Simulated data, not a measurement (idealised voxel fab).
Name of the process module below: voxel capacitor over wiring
Pictured: cross-section cut, 160 nm wide, on a grid of 5 nm square cells.
In this document a cross-section is written as a grid of square cells. It is given as a series of bands, listed from the top down, and a band is one or more rows of cells. First you get the band's top height and its bottom height, in nm, and then the materials it's made of, left to right, with each width in nm. If you see a single material with "full width", that one covers the band edge to edge. "air" is empty space. A quick word on heights: they are counted from 0, and under that level the wafer as it came to us is one material throughout. The lowest band is different from the rest in having no bottom; it simply continues downward, written as in "0..down". Think of "30->40" as a width that walks from the first number to the second as you go down the band, top row to bottom row, taking equal-sized steps from row to row. When a step is marked "nothing was modified", none of the cells in the cross-section changed during that step. The label "Fully sealed cavities" introduces a list of the empty spaces, 8 cells or larger, that have no open way up to the top; each entry in it reads width x height at distance, where the distance is taken from the left edge and all three are stated in nm. Step line, after settings: the simulator's comment on this step. overlay nm: how far to the right of its planned place the mask lay on this masked step (negative: to the left).

**Below is the list of planned process steps**
step 1: RECEIVE [material Si]
step 2: CONFORMAL_DEP [material SiO2] [thk nm 10]
step 3: CONFORMAL_DEP [material SiCN] [thk nm 5]
step 4: DIRECTIONAL_DEP [material SiO2] [thk nm 25]
step 5: MASKED_ETCH [tone open] [mask id METAL_1] [width nm 20] [pitch nm 75] [etch materials SiO2] [depth nm 25] [overlay nm 0]
step 6: MASKED_ETCH [tone open] [mask id METAL_1] [width nm 20] [pitch nm 75] [etch materials SiCN] [depth nm 5] [overlay nm 0]
step 7: CONFORMAL_DEP [material TiN] [thk nm 5]
step 8: FILL_DEP [material Cu] [thk nm 5]
step 9: CMP [height nm 40]
step 10: CONFORMAL_DEP [material SiCN] [thk nm 5]
step 11: DIRECTIONAL_DEP [material lowk] [thk nm 20]
step 12: DIRECTIONAL_DEP [material aC] [thk nm 15]
step 13: PATTERN [tone open] [mask id PLUG_1] [material resist] [width nm 15] [thk nm 35] [overlay nm 0]
step 14: DIRECTIONAL_ETCH [etch materials aC] [depth nm 15]
step 15: STRIP [etch materials resist]
step 16: DIRECTIONAL_ETCH [etch materials lowk] [depth nm 20]
step 17: DIRECTIONAL_ETCH [etch materials SiCN] [depth nm 5]
step 18: STRIP [etch materials aC]
step 19: EPI [material Ru] [thk nm 10]
step 20: EPI [material Ru] [thk nm 10]
step 21: EPI [material Ru] [thk nm 5]
step 22: DIRECTIONAL_DEP [material TiN] [thk nm 10]
step 23: DIRECTIONAL_DEP [material Al2O3] [thk nm 5]
step 24: DIRECTIONAL_DEP [material TiN] [thk nm 5]
step 25: PATTERN [tone cover] [mask id UPPER_PLATE] [material resist] [width nm 60] [thk nm 15] [overlay nm 0]
step 26: DIRECTIONAL_ETCH [etch materials TiN] [depth nm 5]
step 27: DIRECTIONAL_ETCH [etch materials Al2O3] [depth nm 5]
step 28: STRIP [etch materials resist]
step 29: PATTERN [tone cover] [mask id LOWER_PLATE] [material resist] [width nm 70] [thk nm 15] [overlay nm 0]
step 30: DIRECTIONAL_ETCH [etch materials TiN] [depth nm 10]
step 31: STRIP [etch materials resist]
step 32: FILL_DEP [material SiO2] [thk nm 20]
step 33: CMP [height nm 100]
step 34: DIRECTIONAL_DEP [material aC] [thk nm 15]
step 35: PATTERN [tone open] [mask id PLUG_2] [material resist] [width nm 15] [thk nm 30] [overlay nm 0]
step 36: DIRECTIONAL_ETCH [etch materials aC] [depth nm 15]
step 37: STRIP [etch materials resist]
step 38: DIRECTIONAL_ETCH [etch materials SiO2] [depth nm 15]
step 39: STRIP [etch materials aC]
step 40: CONFORMAL_DEP [material TiN] [thk nm 5]
step 41: FILL_DEP [material Cu] [thk nm 5]
step 42: CMP [height nm 100]
step 43: CONFORMAL_DEP [material SiCN] [thk nm 5]

**Step 1 complete: cross-section of the wafer as received**
0..down = Si full width
Fully sealed cavities: none

**Look at the cross-section after the module: the wafer started out the way shown above and the plan was the one shown above, yet one mistake was made along the way**
115..100 = SiCN full width
100..90 = 45 SiO2, then 5 TiN, then 5 Cu, then 5 TiN, then 100 SiO2
90..80 = 45->35 SiO2, then 15->60 TiN, then 100->65 SiO2
80..75 = 35 SiO2, then 60 Al2O3, then 65 SiO2
75..65 = 30 SiO2, then 70 TiN, then 60 SiO2
65..45 = 35 lowk, then 15 Ru, then 110 lowk
45..40 = 35 SiCN, then 15 Ru, then 110 SiCN
40..15 = 30 SiO2, then 5 TiN, then 10 Cu, then 5 TiN, then 55 SiO2, then 5 TiN, then 10 Cu, then 5 TiN, then 35 SiO2
15..10 = 30 SiCN, then 20 TiN, then 55 SiCN, then 20 TiN, then 35 SiCN
10..0 = SiO2 full width
0..down = Si full width
Fully sealed cavities: none
Misprocessing identified: in deviation from the planned setting, step 43 was conducted as CONFORMAL_DEP [material SiCN] [thk nm 15]
